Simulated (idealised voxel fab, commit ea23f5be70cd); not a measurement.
process module | voxel fin reveal
cross-section cut | 250 nm wide | cells 5 nm
A cross-section is a grid of square cells, given in bands from the top down. A band is one or more rows of cells.
Each band's line starts with the height of the band's top and of its bottom, in nm. Then come its materials from left to right, each with its width in nm. One material with "throughout" fills the band from edge to edge. "air" is empty space.
Height 0 is the level under which the wafer as received is all one material. The lowest band goes on downwards, as in "0 down".
A width such as "30 to 40" changes by the same amount from each row of cells to the next, from the band's top row to its bottom row.
"no change" after a step means that no cell of the cross-section changed.
closed voids: empty space of 8 cells or more with no open way to the top, each as width x height at its distance from the left edge, in nm
after a step's settings: what the simulator itself notes on the step
overlay nm, on a step with a mask: how far to the right of its planned place the mask lay; to the left if negative
plan
1 op RECEIVE | material Si
2 op CONFORMAL_DEP | material SiN | thk nm 5
3 op DIRECTIONAL_DEP | material aC | thk nm 15
4 op PATTERN | tone cover | mask id FINS | material resist | width nm 15 | pitch nm 35 | thk nm 35 | overlay nm -15
5 op DIRECTIONAL_ETCH | etch materials aC | depth nm 15
6 op STRIP | etch materials resist
7 op DIRECTIONAL_ETCH | etch materials SiN | depth nm 5
8 op DIRECTIONAL_ETCH | etch materials Si | depth nm 35
9 op STRIP | etch materials aC
10 op OXIDIZE | depth nm 5
11 op FILL_DEP | material SiO2 | thk nm 15
12 op CMP | height nm 5
13 op SELECTIVE_ETCH | etch materials SiO2 | depth nm 25
14 op STRIP | etch materials SiN
varied across the wafers: overlay nm of step 4. The plan shows the first wafer's value. All wafers start alike
first wafer as received, after step 1
  0 down: Si throughout
  closed voids: none
first wafer at the end, after step 14
  0 to -20: air 70 | Si 5 | air 30 | Si 5 | air 30 | Si 5 | air 105
  -20 to -40: SiO2 70 | Si 5 | SiO2 30 | Si 5 | SiO2 30 | Si 5 | SiO2 105
  -40 down: Si throughout
  closed voids: none
last wafer at the end
  0 to -20: air 100 | Si 5 | air 30 | Si 5 | air 30 | Si 5 | air 75
  -20 to -40: SiO2 100 | Si 5 | SiO2 30 | Si 5 | SiO2 30 | Si 5 | SiO2 75
  -40 down: Si throughout
  closed voids: none
each wafer at the end: cells of each material gained (+) or lost (-) since it was received, then its closed voids
overlay nm -15 | -376 Si | +188 SiO2 | closed voids: none
overlay nm -10 | -376 Si | +188 SiO2 | closed voids: none
overlay nm -5 | -376 Si | +188 SiO2 | closed voids: none
overlay nm 0 | -376 Si | +188 SiO2 | closed voids: none
overlay nm 5 | -376 Si | +188 SiO2 | closed voids: none
overlay nm 10 | -376 Si | +188 SiO2 | closed voids: none
overlay nm 15 | -376 Si | +188 SiO2 | closed voids: none
